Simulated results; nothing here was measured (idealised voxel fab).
Presented below is a process module, voxel tone inversion.
cross-section cut | 250 nm wide | cells 5 nm
If you're reading a cross-section in this doc, picture square cells in a grid; it comes to you as bands, top ones listed first down to the bottom, and a band can be one or more rows of cells.
Band entry format. Leading values: height of top, height of bottom, nm. Remainder: materials in left-to-right order, each with its width in nm. Special words: "throughout" on a single material, which then fills the band edge to edge; "air", empty space.
For the purposes of this specification, 0 denotes the height below which the wafer in its as-received condition is composed wholly of one material, and the lowermost band, lacking a lower limit, extends downward without end, as expressed in "top 0, no bottom".
Graded width ("30 to 40"): value in top row of band = first number; value in bottom row = second number; row-to-row change constant.
A step reported as "remained unchanged" is a step in which no cell of the cross-section changed.
The entry "Enclosed cavity list" lists the empty spaces that cover at least 8 cells and have no open path to the top. Each is written as width x height at distance, where the distance is measured from the left edge and all three values are in nm.
Past the settings on a step's line: simulator remark, on that step.
overlay nm: mask right of planned place by this much (step with mask). Neg. = left.

STEPS PLANNED FOR THE PROCESS
1) RECEIVE [material Si]
2) CONFORMAL_DEP [material SiN] [thk nm 10]
3) DIRECTIONAL_DEP [material polySi] [thk nm 25]
4) PATTERN [tone cover] [mask id POSTS] [material resist] [width nm 15] [pitch nm 45] [thk nm 35] [overlay nm 0]
5) DIRECTIONAL_ETCH [etch materials polySi] [depth nm 25]
6) STRIP [etch materials resist]
7) FILL_DEP [material SiO2] [thk nm 10]
8) CMP [height nm 35]
9) STRIP [etch materials polySi]
10) CONFORMAL_DEP [material TiN] [thk nm 5]
11) FILL_DEP [material Ru] [thk nm 10]
12) CMP [height nm 35]
13) CONFORMAL_DEP [material SiN] [thk nm 5]
The thk nm used in step 10 is not the same on every wafer, whereas the starting condition is; the value printed in the plan is the first wafer's.

THE FIRST OF SEVERAL WAFERS, AS RECEIVED AFTER STEP 1, SEEN IN SECTION
top 0, no bottom | Si throughout
Enclosed cavity list: none

TAKE ANY ROW AND YOU HAVE A WAFER AT THE END OF THE MODULE: HOW MANY CELLS OF EACH MATERIAL IT HAS GAINED (+) OR LOST (-) SINCE IT WAS RECEIVED, AND THEN ITS CLOSED VOIDS
thk nm 5; +12 Ru; +150 SiN; +205 SiO2; +33 TiN; Enclosed cavity list: none
thk nm 10; +150 SiN; +205 SiO2; +45 TiN; Enclosed cavity list: none
thk nm 15; +150 SiN; +205 SiO2; +45 TiN; Enclosed cavity list: none
thk nm 20; +150 SiN; +205 SiO2; +45 TiN; Enclosed cavity list: none
